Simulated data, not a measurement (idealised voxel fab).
You're looking at the process module voxel released beams.
Section shown: cut. Width: 230 nm. Cell size: 5 nm, square.
Cross-section layout: square cells on a grid; listed as bands, top to bottom; a band spans one or more cell rows. The band entry comprises the height of the band's top followed by the height of its bottom, expressed in nm, and subsequently the band's materials from left to right, each stated together with its width in nm. Where a single material is marked with the word "all across", that material fills the band from edge to edge. The word "air" represents empty space. Zero point of the height axis is 0; under it, received wafer = one material. Lowest band: continues down indefinitely, "top 0, no bottom". The two numbers in a width such as "30 to 40" mark its ends across the band: the first belongs to the top row of cells, the second to the bottom row, and from each row to the next the width moves by the same amount. "no modification" for a step: no cell of the cross-section changed in that step. "Enclosed void inventory": empty spaces of 8 cells or more with no open way to the top, each given as width x height at distance, distance from the left edge, all in nm. If you see something after the settings on a step's line, that's the simulator's own remark about that step. overlay nm: where the mask lay relative to plan, measured to the right, on steps with a mask; negatives go left.

### The process steps that were planned are listed below
step 1: RECEIVE (material Si)
step 2: CONFORMAL_DEP (material SiN; thk nm 10)
step 3: DIRECTIONAL_DEP (material SiO2; thk nm 10)
step 4: PATTERN (tone open; mask id ANCHOR; material resist; width nm 40; thk nm 15; overlay nm -15)
step 5: DIRECTIONAL_ETCH (etch materials SiO2; depth nm 10)
step 6: STRIP (etch materials resist)
step 7: CONFORMAL_DEP (material polySi; thk nm 15)
step 8: MASKED_ETCH (tone cover; mask id BEAM; width nm 100; etch materials polySi; depth nm 15; overlay nm 0)
step 9: STRIP (etch materials SiO2)
The overlay nm used in step 4 is not the same on every wafer, whereas the starting condition is; the value printed in the plan is the first wafer's.

### As-received cross-section, first of several wafers, post step 1
top 0, no bottom: Si all across
Enclosed void inventory: none

### End of module: cross-section of the first of several wafers after step 9, the last step
top 35, bottom 25: 60 air, then 5 polySi, then 10 air, then 85 polySi, then 70 air
top 25, bottom 20: 60 air, then 100 polySi, then 70 air
top 20, bottom 10: 50 air, then 40 polySi, then 140 air
top 10, bottom 0: SiN all across
top 0, no bottom: Si all across
Enclosed void inventory: none

### End of module, last wafer sectioned
top 35, bottom 25: 60 air, then 35 polySi, then 10 air, then 55 polySi, then 70 air
top 25, bottom 20: 60 air, then 100 polySi, then 70 air
top 20, bottom 10: 80 air, then 40 polySi, then 110 air
top 10, bottom 0: SiN all across
top 0, no bottom: Si all across
Enclosed void inventory: none

### Here is how to read the rows: every wafer has a row, and it shows the wafer at the end of the module, giving for each material how many cells were gained (+) or lost (-) since the wafer was received, then listing its closed voids
overlay nm -15; +92 SiN; +72 polySi; Enclosed void inventory: none
overlay nm -10; +92 SiN; +72 polySi; Enclosed void inventory: none
overlay nm -5; +92 SiN; +72 polySi; Enclosed void inventory: none
overlay nm 0; +92 SiN; +72 polySi; Enclosed void inventory: none
overlay nm 5; +92 SiN; +72 polySi; Enclosed void inventory: none
overlay nm 10; +92 SiN; +72 polySi; Enclosed void inventory: none
overlay nm 15; +92 SiN; +72 polySi; Enclosed void inventory: none
